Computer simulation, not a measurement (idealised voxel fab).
process module | voxel transistor to metal
cross-section cut | 185 nm wide | cells 5 nm
A cross-section is a grid of square cells, given in bands from the top down. A band is one or more rows of cells.
Each band's line starts with the height of the band's top and of its bottom, in nm. Then come its materials from left to right, each with its width in nm. One material with "throughout" fills the band from edge to edge. "air" is empty space.
Height 0 is the level under which the wafer as received is all one material. The lowest band goes on downwards, as in "0 down".
A width such as "30 to 40" changes by the same amount from each row of cells to the next, from the band's top row to its bottom row.
"no change" after a step means that no cell of the cross-section changed.
closed voids: empty space of 8 cells or more with no open way to the top, each as width x height at its distance from the left edge, in nm
after a step's settings: what the simulator itself notes on the step
overlay nm, on a step with a mask: how far to the right of its planned place the mask lay; to the left if negative
plan
1 op RECEIVE | material Si
2 op OXIDIZE | depth nm 5
3 op CONFORMAL_DEP | material SiN | thk nm 10
4 op MASKED_ETCH | tone cover | mask id ACTIVE | width nm 115 | etch materials SiN | depth nm 10 | overlay nm 0
5 op MASKED_ETCH | tone cover | mask id ACTIVE | width nm 115 | etch materials SiO2 | depth nm 5 | overlay nm 0
6 op MASKED_ETCH | tone cover | mask id ACTIVE | width nm 115 | etch materials Si | depth nm 35 | overlay nm 0
7 op OXIDIZE | depth nm 5
8 op FILL_DEP | material SiO2 | thk nm 10
9 op CMP | height nm 10
10 op SELECTIVE_ETCH | etch materials SiO2 | depth nm 10
11 op STRIP | etch materials SiN
12 op SELECTIVE_ETCH | etch materials SiO2 | depth nm 5
13 op OXIDIZE | depth nm 5
14 op DIRECTIONAL_DEP | material polySi | thk nm 25
15 op DIRECTIONAL_DEP | material SiCN | thk nm 15
16 op PATTERN | tone cover | mask id GATE | material resist | width nm 35 | thk nm 20 | overlay nm 0
17 op DIRECTIONAL_ETCH | etch materials SiCN | depth nm 25
18 op DIRECTIONAL_ETCH | etch materials polySi | depth nm 35
19 op STRIP | etch materials resist
20 op CONFORMAL_DEP | material SiN | thk nm 10
21 op DIRECTIONAL_ETCH | etch materials SiN | depth nm 10
22 op DIRECTIONAL_ETCH | etch materials SiO2 | depth nm 5
23 op DIRECTIONAL_ETCH | etch materials Si | depth nm 15
24 op EPI | material pSi | thk nm 15
25 op FILL_DEP | material SiO2 | thk nm 10
26 op CMP | height nm 20
27 op STRIP | etch materials polySi
28 op SELECTIVE_ETCH | etch materials SiO2 | depth nm 5
29 op CONFORMAL_DEP | material HfO2 | thk nm 5
30 op CONFORMAL_DEP | material TiN | thk nm 5
31 op FILL_DEP | material W | thk nm 10
32 op CMP | height nm 15
33 op DIRECTIONAL_DEP | material SiO2 | thk nm 10
34 op PATTERN | tone open | mask id CONTACT | material resist | width nm 15 | pitch nm 80 | thk nm 20 | overlay nm 0
35 op DIRECTIONAL_ETCH | etch materials SiO2 | depth nm 35
36 op STRIP | etch materials resist
37 op CONFORMAL_DEP | material TiN | thk nm 5
38 op FILL_DEP | material W | thk nm 5
39 op CMP | height nm 25
40 op CONFORMAL_DEP | material SiN | thk nm 5
41 op DIRECTIONAL_DEP | material SiO2 | thk nm 15
42 op MASKED_ETCH | tone open | mask id METAL_1 | width nm 15 | pitch nm 80 | etch materials SiO2 | depth nm 15 | overlay nm 0
43 op MASKED_ETCH | tone open | mask id METAL_1 | width nm 15 | pitch nm 80 | etch materials SiN | depth nm 5 | overlay nm 0
44 op CONFORMAL_DEP | material TiN | thk nm 5
45 op FILL_DEP | material Cu | thk nm 10
46 op CMP | height nm 45
47 op CONFORMAL_DEP | material SiCN | thk nm 5
48 op DIRECTIONAL_DEP | material SiO2 | thk nm 30
49 op MASKED_ETCH | tone open | mask id METAL_2 | width nm 15 | pitch nm 80 | etch materials SiO2 | depth nm 20 | overlay nm 0
50 op PATTERN | tone open | mask id METAL_2_HOLES | material resist | width nm 15 | pitch nm 80 | thk nm 20 | overlay nm 0
51 op DIRECTIONAL_ETCH | etch materials SiO2 | depth nm 10
52 op DIRECTIONAL_ETCH | etch materials SiCN | depth nm 5
53 op STRIP | etch materials resist
54 op CONFORMAL_DEP | material TiN | thk nm 5
55 op FILL_DEP | material Cu | thk nm 10
56 op CMP | height nm 80
57 op CONFORMAL_DEP | material SiN | thk nm 5
first wafer, as planned
as received, after step 1
  0 down: Si throughout
  closed voids: none
after step 2
  0 to -5: SiO2 throughout
  below -5: unchanged
after step 3
  10 to 0: SiN throughout
  below 0: unchanged
after step 4
  10 to 0: air 35 | SiN 115 | air 35
  below 0: unchanged
after step 5
  10 to 0: air 35 | SiN 115 | air 35
  0 to -5: air 35 | SiO2 115 | air 35
  below -5: unchanged
after step 6
  10 to 0: air 35 | SiN 115 | air 35
  0 to -5: air 35 | SiO2 115 | air 35
  -5 to -40: air 35 | Si 115 | air 35
  below -40: unchanged
after step 7
  10 to 0: air 35 | SiN 115 | air 35
  0 to -5: air 35 | SiO2 115 | air 35
  -5 to -40: air 35 | SiO2 5 | Si 105 | SiO2 5 | air 35
  -40 to -45: SiO2 40 | Si 105 | SiO2 40
  below -45: unchanged
after step 8
  20 to 10: SiO2 throughout
  10 to 0: SiO2 35 | SiN 115 | SiO2 35
  0 to -5: SiO2 throughout
  -5 to -45: SiO2 40 | Si 105 | SiO2 40
  below -45: unchanged
after step 9
  10 to 0: SiO2 35 | SiN 115 | SiO2 35
  below 0: unchanged
after step 10
  10 to 0: air 35 | SiN 115 | air 35
  below 0: unchanged
after step 11
  0 to -5: SiO2 throughout
  below -5: unchanged
after step 12
  -5 to -45: SiO2 40 | Si 105 | SiO2 40
  below -45: unchanged
after step 13
  -5 to -10: SiO2 throughout
  below -10: unchanged
after step 14
  20 to -5: polySi throughout
  below -5: unchanged
after step 15
  35 to 20: SiCN throughout
  below 20: unchanged
after step 16
  55 to 35: air 75 | resist 35 | air 75
  below 35: unchanged
after step 17
  55 to 35: air 75 | resist 35 | air 75
  35 to 20: air 75 | SiCN 35 | air 75
  below 20: unchanged
after step 18
  55 to 35: air 75 | resist 35 | air 75
  35 to 20: air 75 | SiCN 35 | air 75
  20 to -5: air 75 | polySi 35 | air 75
  below -5: unchanged
after step 19
  35 to 20: air 75 | SiCN 35 | air 75
  below 20: unchanged
after step 20
  45 to 35: air 65 | SiN 55 | air 65
  35 to 20: air 65 | SiN 10 | SiCN 35 | SiN 10 | air 65
  20 to 5: air 65 | SiN 10 | polySi 35 | SiN 10 | air 65
  5 to -5: SiN 75 | polySi 35 | SiN 75
  below -5: unchanged
after step 21
  35 to 20: air 65 | SiN 10 | SiCN 35 | SiN 10 | air 65
  20 to -5: air 65 | SiN 10 | polySi 35 | SiN 10 | air 65
  below -5: unchanged
after step 22
  35 to 20: air 65 | SiN 10 | SiCN 35 | SiN 10 | air 65
  20 to -5: air 65 | SiN 10 | polySi 35 | SiN 10 | air 65
  -5 to -10: air 65 | SiO2 55 | air 65
  below -10: unchanged
after step 23
  35 to 20: air 65 | SiN 10 | SiCN 35 | SiN 10 | air 65
  20 to -5: air 65 | SiN 10 | polySi 35 | SiN 10 | air 65
  -5 to -10: air 65 | SiO2 55 | air 65
  -10 to -25: SiO2 40 | air 25 | Si 55 | air 25 | SiO2 40
  below -25: unchanged
after step 24
  35 to 20: air 65 | SiN 10 | SiCN 35 | SiN 10 | air 65
  20 to 5: air 65 | SiN 10 | polySi 35 | SiN 10 | air 65
  5 to -5: air 50 | pSi 15 | SiN 10 | polySi 35 | SiN 10 | pSi 15 | air 50
  -5 to -10: air 50 | pSi 15 | SiO2 55 | pSi 15 | air 50
  -10 to -25: SiO2 40 | pSi 25 | Si 55 | pSi 25 | SiO2 40
  below -25: unchanged
after step 25
  45 to 35: SiO2 throughout
  35 to 20: SiO2 65 | SiN 10 | SiCN 35 | SiN 10 | SiO2 65
  20 to 5: SiO2 65 | SiN 10 | polySi 35 | SiN 10 | SiO2 65
  5 to -5: SiO2 50 | pSi 15 | SiN 10 | polySi 35 | SiN 10 | pSi 15 | SiO2 50
  -5 to -10: SiO2 50 | pSi 15 | SiO2 55 | pSi 15 | SiO2 50
  below -10: unchanged
after step 26
  20 to 5: SiO2 65 | SiN 10 | polySi 35 | SiN 10 | SiO2 65
  below 5: unchanged
after step 27
  20 to 5: SiO2 65 | SiN 10 | air 35 | SiN 10 | SiO2 65
  5 to -5: SiO2 50 | pSi 15 | SiN 10 | air 35 | SiN 10 | pSi 15 | SiO2 50
  below -5: unchanged
after step 28
  20 to 15: air 65 | SiN 10 | air 35 | SiN 10 | air 65
  15 to 5: SiO2 65 | SiN 10 | air 35 | SiN 10 | SiO2 65
  5 to -5: SiO2 50 | pSi 15 | SiN 10 | air 35 | SiN 10 | pSi 15 | SiO2 50
  -5 to -10: SiO2 50 | pSi 15 | SiO2 5 | air 45 | SiO2 5 | pSi 15 | SiO2 50
  below -10: unchanged
after step 29
  25 to 20: air 60 | HfO2 20 | air 25 | HfO2 20 | air 60
  20 to 15: HfO2 65 | SiN 10 | HfO2 5 | air 25 | HfO2 5 | SiN 10 | HfO2 65
  15 to 5: SiO2 65 | SiN 10 | HfO2 5 | air 25 | HfO2 5 | SiN 10 | SiO2 65
  5 to -5: SiO2 50 | pSi 15 | SiN 10 | HfO2 5 | air 25 | HfO2 5 | SiN 10 | pSi 15 | SiO2 50
  -5 to -10: SiO2 50 | pSi 15 | SiO2 5 | HfO2 45 | SiO2 5 | pSi 15 | SiO2 50
  below -10: unchanged
after step 30
  30 to 25: air 55 | TiN 30 | air 15 | TiN 30 | air 55
  25 to 20: TiN 60 | HfO2 20 | TiN 5 | air 15 | TiN 5 | HfO2 20 | TiN 60
  20 to 15: HfO2 65 | SiN 10 | HfO2 5 | TiN 5 | air 15 | TiN 5 | HfO2 5 | SiN 10 | HfO2 65
  15 to 5: SiO2 65 | SiN 10 | HfO2 5 | TiN 5 | air 15 | TiN 5 | HfO2 5 | SiN 10 | SiO2 65
  5 to 0: SiO2 50 | pSi 15 | SiN 10 | HfO2 5 | TiN 5 | air 15 | TiN 5 | HfO2 5 | SiN 10 | pSi 15 | SiO2 50
  0 to -5: SiO2 50 | pSi 15 | SiN 10 | HfO2 5 | TiN 25 | HfO2 5 | SiN 10 | pSi 15 | SiO2 50
  below -5: unchanged
after step 31
  40 to 30: W throughout
  30 to 25: W 55 | TiN 30 | W 15 | TiN 30 | W 55
  25 to 20: TiN 60 | HfO2 20 | TiN 5 | W 15 | TiN 5 | HfO2 20 | TiN 60
  20 to 15: HfO2 65 | SiN 10 | HfO2 5 | TiN 5 | W 15 | TiN 5 | HfO2 5 | SiN 10 | HfO2 65
  15 to 5: SiO2 65 | SiN 10 | HfO2 5 | TiN 5 | W 15 | TiN 5 | HfO2 5 | SiN 10 | SiO2 65
  5 to 0: SiO2 50 | pSi 15 | SiN 10 | HfO2 5 | TiN 5 | W 15 | TiN 5 | HfO2 5 | SiN 10 | pSi 15 | SiO2 50
  below 0: unchanged
after step 32
  15 to 5: SiO2 65 | SiN 10 | HfO2 5 | TiN 5 | W 15 | TiN 5 | HfO2 5 | SiN 10 | SiO2 65
  below 5: unchanged
after step 33
  25 to 15: SiO2 throughout
  below 15: unchanged
after step 34
  45 to 25: resist 45 | air 15 | resist 65 | air 15 | resist 45
  below 25: unchanged
after step 35
  45 to 25: resist 45 | air 15 | resist 65 | air 15 | resist 45
  25 to 15: SiO2 45 | air 15 | SiO2 65 | air 15 | SiO2 45
  15 to 5: SiO2 45 | air 15 | SiO2 5 | SiN 10 | HfO2 5 | TiN 5 | W 15 | TiN 5 | HfO2 5 | SiN 10 | SiO2 5 | air 15 | SiO2 45
  5 to 0: SiO2 45 | air 5 | pSi 15 | SiN 10 | HfO2 5 | TiN 5 | W 15 | TiN 5 | HfO2 5 | SiN 10 | pSi 15 | air 5 | SiO2 45
  0 to -5: SiO2 45 | air 5 | pSi 15 | SiN 10 | HfO2 5 | TiN 25 | HfO2 5 | SiN 10 | pSi 15 | air 5 | SiO2 45
  -5 to -10: SiO2 45 | air 5 | pSi 15 | SiO2 5 | HfO2 45 | SiO2 5 | pSi 15 | air 5 | SiO2 45
  below -10: unchanged
after step 36
  25 to 15: SiO2 45 | air 15 | SiO2 65 | air 15 | SiO2 45
  below 15: unchanged
after step 37
  30 to 25: TiN 50 | air 5 | TiN 75 | air 5 | TiN 50
  25 to 15: SiO2 45 | TiN 5 | air 5 | TiN 5 | SiO2 65 | TiN 5 | air 5 | TiN 5 | SiO2 45
  15 to 10: SiO2 45 | TiN 5 | air 5 | TiN 5 | SiO2 5 | SiN 10 | HfO2 5 | TiN 5 | W 15 | TiN 5 | HfO2 5 | SiN 10 | SiO2 5 | TiN 5 | air 5 | TiN 5 | SiO2 45
  10 to 5: SiO2 45 | TiN 15 | SiO2 5 | SiN 10 | HfO2 5 | TiN 5 | W 15 | TiN 5 | HfO2 5 | SiN 10 | SiO2 5 | TiN 15 | SiO2 45
  5 to 0: SiO2 45 | TiN 5 | pSi 15 | SiN 10 | HfO2 5 | TiN 5 | W 15 | TiN 5 | HfO2 5 | SiN 10 | pSi 15 | TiN 5 | SiO2 45
  0 to -5: SiO2 45 | TiN 5 | pSi 15 | SiN 10 | HfO2 5 | TiN 25 | HfO2 5 | SiN 10 | pSi 15 | TiN 5 | SiO2 45
  -5 to -10: SiO2 45 | TiN 5 | pSi 15 | SiO2 5 | HfO2 45 | SiO2 5 | pSi 15 | TiN 5 | SiO2 45
  below -10: unchanged
after step 38
  35 to 30: W throughout
  30 to 25: TiN 50 | W 5 | TiN 75 | W 5 | TiN 50
  25 to 15: SiO2 45 | TiN 5 | W 5 | TiN 5 | SiO2 65 | TiN 5 | W 5 | TiN 5 | SiO2 45
  15 to 10: SiO2 45 | TiN 5 | W 5 | TiN 5 | SiO2 5 | SiN 10 | HfO2 5 | TiN 5 | W 15 | TiN 5 | HfO2 5 | SiN 10 | SiO2 5 | TiN 5 | W 5 | TiN 5 | SiO2 45
  below 10: unchanged
after step 39
  25 to 15: SiO2 45 | TiN 5 | W 5 | TiN 5 | SiO2 65 | TiN 5 | W 5 | TiN 5 | SiO2 45
  below 15: unchanged
after step 40
  30 to 25: SiN throughout
  below 25: unchanged
after step 41
  45 to 30: SiO2 throughout
  below 30: unchanged
after step 42
  45 to 30: SiO2 45 | air 15 | SiO2 65 | air 15 | SiO2 45
  below 30: unchanged
after step 43
  45 to 30: SiO2 45 | air 15 | SiO2 65 | air 15 | SiO2 45
  30 to 25: SiN 45 | air 15 | SiN 65 | air 15 | SiN 45
  below 25: unchanged
after step 44
  50 to 45: TiN 50 | air 5 | TiN 75 | air 5 | TiN 50
  45 to 30: SiO2 45 | TiN 5 | air 5 | TiN 5 | SiO2 65 | TiN 5 | air 5 | TiN 5 | SiO2 45
  30 to 25: SiN 45 | TiN 15 | SiN 65 | TiN 15 | SiN 45
  below 25: unchanged
after step 45
  60 to 50: Cu throughout
  50 to 45: TiN 50 | Cu 5 | TiN 75 | Cu 5 | TiN 50
  45 to 30: SiO2 45 | TiN 5 | Cu 5 | TiN 5 | SiO2 65 | TiN 5 | Cu 5 | TiN 5 | SiO2 45
  below 30: unchanged
after step 46
  45 to 30: SiO2 45 | TiN 5 | Cu 5 | TiN 5 | SiO2 65 | TiN 5 | Cu 5 | TiN 5 | SiO2 45
  below 30: unchanged
after step 47
  50 to 45: SiCN throughout
  below 45: unchanged
after step 48
  80 to 50: SiO2 throughout
  below 50: unchanged
after step 49
  80 to 60: SiO2 45 | air 15 | SiO2 65 | air 15 | SiO2 45
  below 60: unchanged
after step 50
  100 to 80: resist 45 | air 15 | resist 65 | air 15 | resist 45
  below 80: unchanged
after step 51
  100 to 80: resist 45 | air 15 | resist 65 | air 15 | resist 45
  80 to 50: SiO2 45 | air 15 | SiO2 65 | air 15 | SiO2 45
  below 50: unchanged
after step 52
  100 to 80: resist 45 | air 15 | resist 65 | air 15 | resist 45
  80 to 50: SiO2 45 | air 15 | SiO2 65 | air 15 | SiO2 45
  50 to 45: SiCN 45 | air 15 | SiCN 65 | air 15 | SiCN 45
  below 45: unchanged
after step 53
  80 to 50: SiO2 45 | air 15 | SiO2 65 | air 15 | SiO2 45
  below 50: unchanged
after step 54
  85 to 80: TiN 50 | air 5 | TiN 75 | air 5 | TiN 50
  80 to 50: SiO2 45 | TiN 5 | air 5 | TiN 5 | SiO2 65 | TiN 5 | air 5 | TiN 5 | SiO2 45
  50 to 45: SiCN 45 | TiN 15 | SiCN 65 | TiN 15 | SiCN 45
  below 45: unchanged
after step 55
  95 to 85: Cu throughout
  85 to 80: TiN 50 | Cu 5 | TiN 75 | Cu 5 | TiN 50
  80 to 50: SiO2 45 | TiN 5 | Cu 5 | TiN 5 | SiO2 65 | TiN 5 | Cu 5 | TiN 5 | SiO2 45
  below 50: unchanged
after step 56
  80 to 50: SiO2 45 | TiN 5 | Cu 5 | TiN 5 | SiO2 65 | TiN 5 | Cu 5 | TiN 5 | SiO2 45
  below 50: unchanged
after step 57
  85 to 80: SiN throughout
  below 80: unchanged
second wafer: like start, like plan, one mistake. Through step 15 it matches the first wafer
when step 16 should have ended
  55 to 35: air 80 | resist 30 | air 75
  below 35: unchanged
when step 17 should have ended
  55 to 35: air 80 | resist 30 | air 75
  35 to 20: air 80 | SiCN 30 | air 75
  below 20: unchanged
when step 18 should have ended
  55 to 35: air 80 | resist 30 | air 75
  35 to 20: air 80 | SiCN 30 | air 75
  20 to -5: air 80 | polySi 30 | air 75
  below -5: unchanged
when step 19 should have ended
  35 to 20: air 80 | SiCN 30 | air 75
  below 20: unchanged
when step 20 should have ended
  45 to 35: air 70 | SiN 50 | air 65
  35 to 20: air 70 | SiN 10 | SiCN 30 | SiN 10 | air 65
  20 to 5: air 70 | SiN 10 | polySi 30 | SiN 10 | air 65
  5 to -5: SiN 80 | polySi 30 | SiN 75
  below -5: unchanged
when step 21 should have ended
  35 to 20: air 70 | SiN 10 | SiCN 30 | SiN 10 | air 65
  20 to -5: air 70 | SiN 10 | polySi 30 | SiN 10 | air 65
  below -5: unchanged
when step 22 should have ended
  35 to 20: air 70 | SiN 10 | SiCN 30 | SiN 10 | air 65
  20 to -5: air 70 | SiN 10 | polySi 30 | SiN 10 | air 65
  -5 to -10: air 70 | SiO2 50 | air 65
  below -10: unchanged
when step 23 should have ended
  35 to 20: air 70 | SiN 10 | SiCN 30 | SiN 10 | air 65
  20 to -5: air 70 | SiN 10 | polySi 30 | SiN 10 | air 65
  -5 to -10: air 70 | SiO2 50 | air 65
  -10 to -25: SiO2 40 | air 30 | Si 50 | air 25 | SiO2 40
  below -25: unchanged
when step 24 should have ended
  35 to 20: air 70 | SiN 10 | SiCN 30 | SiN 10 | air 65
  20 to 5: air 70 | SiN 10 | polySi 30 | SiN 10 | air 65
  5 to -5: air 55 | pSi 15 | SiN 10 | polySi 30 | SiN 10 | pSi 15 | air 50
  -5 to -10: air 55 | pSi 15 | SiO2 50 | pSi 15 | air 50
  -10 to -25: SiO2 40 | pSi 30 | Si 50 | pSi 25 | SiO2 40
  below -25: unchanged
when step 25 should have ended
  45 to 35: SiO2 throughout
  35 to 20: SiO2 70 | SiN 10 | SiCN 30 | SiN 10 | SiO2 65
  20 to 5: SiO2 70 | SiN 10 | polySi 30 | SiN 10 | SiO2 65
  5 to -5: SiO2 55 | pSi 15 | SiN 10 | polySi 30 | SiN 10 | pSi 15 | SiO2 50
  -5 to -10: SiO2 55 | pSi 15 | SiO2 50 | pSi 15 | SiO2 50
  below -10: unchanged
when step 26 should have ended
  20 to 5: SiO2 70 | SiN 10 | polySi 30 | SiN 10 | SiO2 65
  below 5: unchanged
when step 27 should have ended
  20 to 5: SiO2 70 | SiN 10 | air 30 | SiN 10 | SiO2 65
  5 to -5: SiO2 55 | pSi 15 | SiN 10 | air 30 | SiN 10 | pSi 15 | SiO2 50
  below -5: unchanged
when step 28 should have ended
  20 to 15: air 70 | SiN 10 | air 30 | SiN 10 | air 65
  15 to 5: SiO2 70 | SiN 10 | air 30 | SiN 10 | SiO2 65
  5 to -5: SiO2 55 | pSi 15 | SiN 10 | air 30 | SiN 10 | pSi 15 | SiO2 50
  -5 to -10: SiO2 55 | pSi 15 | SiO2 5 | air 40 | SiO2 5 | pSi 15 | SiO2 50
  below -10: unchanged
when step 29 should have ended
  25 to 20: air 65 | HfO2 20 | air 20 | HfO2 20 | air 60
  20 to 15: HfO2 70 | SiN 10 | HfO2 5 | air 20 | HfO2 5 | SiN 10 | HfO2 65
  15 to 5: SiO2 70 | SiN 10 | HfO2 5 | air 20 | HfO2 5 | SiN 10 | SiO2 65
  5 to -5: SiO2 55 | pSi 15 | SiN 10 | HfO2 5 | air 20 | HfO2 5 | SiN 10 | pSi 15 | SiO2 50
  -5 to -10: SiO2 55 | pSi 15 | SiO2 5 | HfO2 40 | SiO2 5 | pSi 15 | SiO2 50
  below -10: unchanged
when step 30 should have ended
  30 to 25: air 60 | TiN 30 | air 10 | TiN 30 | air 55
  25 to 20: TiN 65 | HfO2 20 | TiN 5 | air 10 | TiN 5 | HfO2 20 | TiN 60
  20 to 15: HfO2 70 | SiN 10 | HfO2 5 | TiN 5 | air 10 | TiN 5 | HfO2 5 | SiN 10 | HfO2 65
  15 to 5: SiO2 70 | SiN 10 | HfO2 5 | TiN 5 | air 10 | TiN 5 | HfO2 5 | SiN 10 | SiO2 65
  5 to 0: SiO2 55 | pSi 15 | SiN 10 | HfO2 5 | TiN 5 | air 10 | TiN 5 | HfO2 5 | SiN 10 | pSi 15 | SiO2 50
  0 to -5: SiO2 55 | pSi 15 | SiN 10 | HfO2 5 | TiN 20 | HfO2 5 | SiN 10 | pSi 15 | SiO2 50
  below -5: unchanged
when step 31 should have ended
  40 to 30: W throughout
  30 to 25: W 60 | TiN 30 | W 10 | TiN 30 | W 55
  25 to 20: TiN 65 | HfO2 20 | TiN 5 | W 10 | TiN 5 | HfO2 20 | TiN 60
  20 to 15: HfO2 70 | SiN 10 | HfO2 5 | TiN 5 | W 10 | TiN 5 | HfO2 5 | SiN 10 | HfO2 65
  15 to 5: SiO2 70 | SiN 10 | HfO2 5 | TiN 5 | W 10 | TiN 5 | HfO2 5 | SiN 10 | SiO2 65
  5 to 0: SiO2 55 | pSi 15 | SiN 10 | HfO2 5 | TiN 5 | W 10 | TiN 5 | HfO2 5 | SiN 10 | pSi 15 | SiO2 50
  below 0: unchanged
when step 32 should have ended
  15 to 5: SiO2 70 | SiN 10 | HfO2 5 | TiN 5 | W 10 | TiN 5 | HfO2 5 | SiN 10 | SiO2 65
  below 5: unchanged
when step 33 should have ended
  25 to 15: SiO2 throughout
  below 15: unchanged
when step 34 should have ended
  45 to 25: resist 45 | air 15 | resist 65 | air 15 | resist 45
  below 25: unchanged
when step 35 should have ended
  45 to 25: resist 45 | air 15 | resist 65 | air 15 | resist 45
  25 to 15: SiO2 45 | air 15 | SiO2 65 | air 15 | SiO2 45
  15 to 5: SiO2 45 | air 15 | SiO2 10 | SiN 10 | HfO2 5 | TiN 5 | W 10 | TiN 5 | HfO2 5 | SiN 10 | SiO2 5 | air 15 | SiO2 45
  5 to 0: SiO2 45 | air 10 | pSi 15 | SiN 10 | HfO2 5 | TiN 5 | W 10 | TiN 5 | HfO2 5 | SiN 10 | pSi 15 | air 5 | SiO2 45
  0 to -5: SiO2 45 | air 10 | pSi 15 | SiN 10 | HfO2 5 | TiN 20 | HfO2 5 | SiN 10 | pSi 15 | air 5 | SiO2 45
  -5 to -10: SiO2 45 | air 10 | pSi 15 | SiO2 5 | HfO2 40 | SiO2 5 | pSi 15 | air 5 | SiO2 45
  below -10: unchanged
when step 36 should have ended
  25 to 15: SiO2 45 | air 15 | SiO2 65 | air 15 | SiO2 45
  below 15: unchanged
when step 37 should have ended
  30 to 25: TiN 50 | air 5 | TiN 75 | air 5 | TiN 50
  25 to 15: SiO2 45 | TiN 5 | air 5 | TiN 5 | SiO2 65 | TiN 5 | air 5 | TiN 5 | SiO2 45
  15 to 10: SiO2 45 | TiN 5 | air 5 | TiN 5 | SiO2 10 | SiN 10 | HfO2 5 | TiN 5 | W 10 | TiN 5 | HfO2 5 | SiN 10 | SiO2 5 | TiN 5 | air 5 | TiN 5 | SiO2 45
  10 to 5: SiO2 45 | TiN 15 | SiO2 10 | SiN 10 | HfO2 5 | TiN 5 | W 10 | TiN 5 | HfO2 5 | SiN 10 | SiO2 5 | TiN 15 | SiO2 45
  5 to 0: SiO2 45 | TiN 10 | pSi 15 | SiN 10 | HfO2 5 | TiN 5 | W 10 | TiN 5 | HfO2 5 | SiN 10 | pSi 15 | TiN 5 | SiO2 45
  0 to -5: SiO2 45 | TiN 10 | pSi 15 | SiN 10 | HfO2 5 | TiN 20 | HfO2 5 | SiN 10 | pSi 15 | TiN 5 | SiO2 45
  -5 to -10: SiO2 45 | TiN 10 | pSi 15 | SiO2 5 | HfO2 40 | SiO2 5 | pSi 15 | TiN 5 | SiO2 45
  below -10: unchanged
when step 38 should have ended
  35 to 30: W throughout
  30 to 25: TiN 50 | W 5 | TiN 75 | W 5 | TiN 50
  25 to 15: SiO2 45 | TiN 5 | W 5 | TiN 5 | SiO2 65 | TiN 5 | W 5 | TiN 5 | SiO2 45
  15 to 10: SiO2 45 | TiN 5 | W 5 | TiN 5 | SiO2 10 | SiN 10 | HfO2 5 | TiN 5 | W 10 | TiN 5 | HfO2 5 | SiN 10 | SiO2 5 | TiN 5 | W 5 | TiN 5 | SiO2 45
  below 10: unchanged
when step 39 should have ended
  25 to 15: SiO2 45 | TiN 5 | W 5 | TiN 5 | SiO2 65 | TiN 5 | W 5 | TiN 5 | SiO2 45
  below 15: unchanged
when step 40 should have ended
  30 to 25: SiN throughout
  below 25: unchanged
when step 41 should have ended
  45 to 30: SiO2 throughout
  below 30: unchanged
when step 42 should have ended
  45 to 30: SiO2 45 | air 15 | SiO2 65 | air 15 | SiO2 45
  below 30: unchanged
when step 43 should have ended
  45 to 30: SiO2 45 | air 15 | SiO2 65 | air 15 | SiO2 45
  30 to 25: SiN 45 | air 15 | SiN 65 | air 15 | SiN 45
  below 25: unchanged
when step 44 should have ended
  50 to 45: TiN 50 | air 5 | TiN 75 | air 5 | TiN 50
  45 to 30: SiO2 45 | TiN 5 | air 5 | TiN 5 | SiO2 65 | TiN 5 | air 5 | TiN 5 | SiO2 45
  30 to 25: SiN 45 | TiN 15 | SiN 65 | TiN 15 | SiN 45
  below 25: unchanged
when step 45 should have ended
  60 to 50: Cu throughout
  50 to 45: TiN 50 | Cu 5 | TiN 75 | Cu 5 | TiN 50
  45 to 30: SiO2 45 | TiN 5 | Cu 5 | TiN 5 | SiO2 65 | TiN 5 | Cu 5 | TiN 5 | SiO2 45
  below 30: unchanged
when step 46 should have ended
  45 to 30: SiO2 45 | TiN 5 | Cu 5 | TiN 5 | SiO2 65 | TiN 5 | Cu 5 | TiN 5 | SiO2 45
  below 30: unchanged
when step 47 should have ended
  50 to 45: SiCN throughout
  below 45: unchanged
when step 48 should have ended
  80 to 50: SiO2 throughout
  below 50: unchanged
when step 49 should have ended
  80 to 60: SiO2 45 | air 15 | SiO2 65 | air 15 | SiO2 45
  below 60: unchanged
when step 50 should have ended
  100 to 80: resist 45 | air 15 | resist 65 | air 15 | resist 45
  below 80: unchanged
when step 51 should have ended
  100 to 80: resist 45 | air 15 | resist 65 | air 15 | resist 45
  80 to 50: SiO2 45 | air 15 | SiO2 65 | air 15 | SiO2 45
  below 50: unchanged
when step 52 should have ended
  100 to 80: resist 45 | air 15 | resist 65 | air 15 | resist 45
  80 to 50: SiO2 45 | air 15 | SiO2 65 | air 15 | SiO2 45
  50 to 45: SiCN 45 | air 15 | SiCN 65 | air 15 | SiCN 45
  below 45: unchanged
when step 53 should have ended
  80 to 50: SiO2 45 | air 15 | SiO2 65 | air 15 | SiO2 45
  below 50: unchanged
when step 54 should have ended
  85 to 80: TiN 50 | air 5 | TiN 75 | air 5 | TiN 50
  80 to 50: SiO2 45 | TiN 5 | air 5 | TiN 5 | SiO2 65 | TiN 5 | air 5 | TiN 5 | SiO2 45
  50 to 45: SiCN 45 | TiN 15 | SiCN 65 | TiN 15 | SiCN 45
  below 45: unchanged
when step 55 should have ended
  95 to 85: Cu throughout
  85 to 80: TiN 50 | Cu 5 | TiN 75 | Cu 5 | TiN 50
  80 to 50: SiO2 45 | TiN 5 | Cu 5 | TiN 5 | SiO2 65 | TiN 5 | Cu 5 | TiN 5 | SiO2 45
  below 50: unchanged
when step 56 should have ended
  80 to 50: SiO2 45 | TiN 5 | Cu 5 | TiN 5 | SiO2 65 | TiN 5 | Cu 5 | TiN 5 | SiO2 45
  below 50: unchanged
when step 57 should have ended
  85 to 80: SiN throughout
  below 80: unchanged
what went wrong: step 16 ran as: op PATTERN | tone cover | mask id GATE | material resist | width nm 30 | thk nm 20 | overlay nm 0
at the end the second wafer has, in cells: 1 fewer of HfO2 | 3 fewer of Si | 2 more of SiO2 | 2 more of TiN | 3 fewer of W | 3 more of pSi
